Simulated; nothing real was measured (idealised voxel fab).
This is a process module. Its name is voxel ribs on slabs.
Cross-section cut: width 275 nm, square cells of 5 nm.
Cross-section, as written here: a square-cell grid given band by band from the top down, where a band holds one or more rows of cells.
Top height, bottom height, nm. Materials left to right, width each, nm. Single material + "all across" = fills band edge to edge. "blank" = empty.
Ref level 0: as-received wafer is one material below here. Bottom band extends down with no lower bound ("z 0 and below").
Top row gets the first number, bottom row gets the second, and each row in between changes by the same step: that is how a band width like "30..40" works.
What does "nothing altered" mean for a step? It means no cell of the cross-section changed in that step.
"Completely sealed voids" means: voids of 8 cells or more that are shut off from the top with no open way through. Written width x height at distance, distance from the left edge, in nm.
Text after the settings on a step's line: the simulator's own remark on that step.
"overlay nm" denotes, for a step that has a mask, the displacement of the mask to the right of its planned place, with negative values corresponding to the left.

### Intended process steps
1: RECEIVE: material Si
2: DIRECTIONAL_DEP: material SiO2, thk nm 30
3: DIRECTIONAL_DEP: material polySi, thk nm 25
4: MASKED_ETCH: tone cover, mask id RIB, width nm 20, etch materials polySi, depth nm 5, overlay nm 0
5: MASKED_ETCH: tone cover, mask id SLAB, width nm 80, etch materials polySi, depth nm 20, overlay nm 0
6: FILL_DEP: material SiO2, thk nm 20
7: CMP: height nm 70
8: DIRECTIONAL_DEP: material TiN, thk nm 10
9: MASKED_ETCH: tone cover, mask id HEATER, width nm 30, etch materials TiN, depth nm 10, overlay nm 0
10: CONFORMAL_DEP: material SiN, thk nm 10

### The first of the two wafers, which ran as planned

### As received (post step 1): cross-section
> z 0 and below: Si all across
> Completely sealed voids: none

### Cross-section through the wafer, step 2 finished
> z 30 to 0: SiO2 all across
> For the remainder of the cross-section, below 0, there is no change.

### Cross-section through the wafer, step 3 finished
> z 55 to 30: polySi all across
> For the remainder of the cross-section, below 30, there is no change.

### Cross-section through the wafer, step 4 finished
> z 55 to 50: blank (125)  polySi (20)  blank (130)
> For the remainder of the cross-section, below 50, there is no change.

### Cross-section through the wafer, step 5 finished
> z 55 to 50: blank (125)  polySi (20)  blank (130)
> z 50 to 30: blank (95)  polySi (80)  blank (100)
> For the remainder of the cross-section, below 30, there is no change.

### Cross-section through the wafer, step 6 finished
> z 75 to 55: SiO2 all across
> z 55 to 50: SiO2 (125)  polySi (20)  SiO2 (130)
> z 50 to 30: SiO2 (95)  polySi (80)  SiO2 (100)
> For the remainder of the cross-section, below 30, there is no change.

### Cross-section through the wafer, step 7 finished
> z 70 to 55: SiO2 all across
> For the remainder of the cross-section, below 55, there is no change.

### Cross-section through the wafer, step 8 finished
> z 80 to 70: TiN all across
> For the remainder of the cross-section, below 70, there is no change.

### Cross-section through the wafer, step 9 finished
> z 80 to 70: blank (120)  TiN (30)  blank (125)
> For the remainder of the cross-section, below 70, there is no change.

### Cross-section through the wafer, step 10 finished
> z 90 to 80: blank (110)  SiN (50)  blank (115)
> z 80 to 70: SiN (120)  TiN (30)  SiN (125)
> For the remainder of the cross-section, below 70, there is no change.

### Second of two: same start, same plan, one run error; steps up to and including 3 match the first

### Second wafer: cross-section at the scheduled end of step 4
> z 55 to 50: blank (115)  polySi (20)  blank (140)
> For the remainder of the cross-section, below 50, there is no change.

### Second wafer: cross-section at the scheduled end of step 5
> z 55 to 50: blank (115)  polySi (20)  blank (140)
> z 50 to 30: blank (95)  polySi (80)  blank (100)
> For the remainder of the cross-section, below 30, there is no change.

### Second wafer: cross-section at the scheduled end of step 6
> z 75 to 55: SiO2 all across
> z 55 to 50: SiO2 (115)  polySi (20)  SiO2 (140)
> z 50 to 30: SiO2 (95)  polySi (80)  SiO2 (100)
> For the remainder of the cross-section, below 30, there is no change.

### Second wafer: cross-section at the scheduled end of step 7
> z 70 to 55: SiO2 all across
> For the remainder of the cross-section, below 55, there is no change.

### Second wafer: cross-section at the scheduled end of step 8
> z 80 to 70: TiN all across
> For the remainder of the cross-section, below 70, there is no change.

### Second wafer: cross-section at the scheduled end of step 9
> z 80 to 70: blank (120)  TiN (30)  blank (125)
> For the remainder of the cross-section, below 70, there is no change.

### Second wafer: cross-section at the scheduled end of step 10
> z 90 to 80: blank (110)  SiN (50)  blank (115)
> z 80 to 70: SiN (120)  TiN (30)  SiN (125)
> For the remainder of the cross-section, below 70, there is no change.
Which mistake was made when the wafer was run? step 4 did not use the planned setting and instead ran as MASKED_ETCH: tone cover, mask id RIB, width nm 20, etch materials polySi, depth nm 5, overlay nm -10
If you tally the cells, the second wafer ends up with the same amount of every material as the first; it's all just sitting in different places.
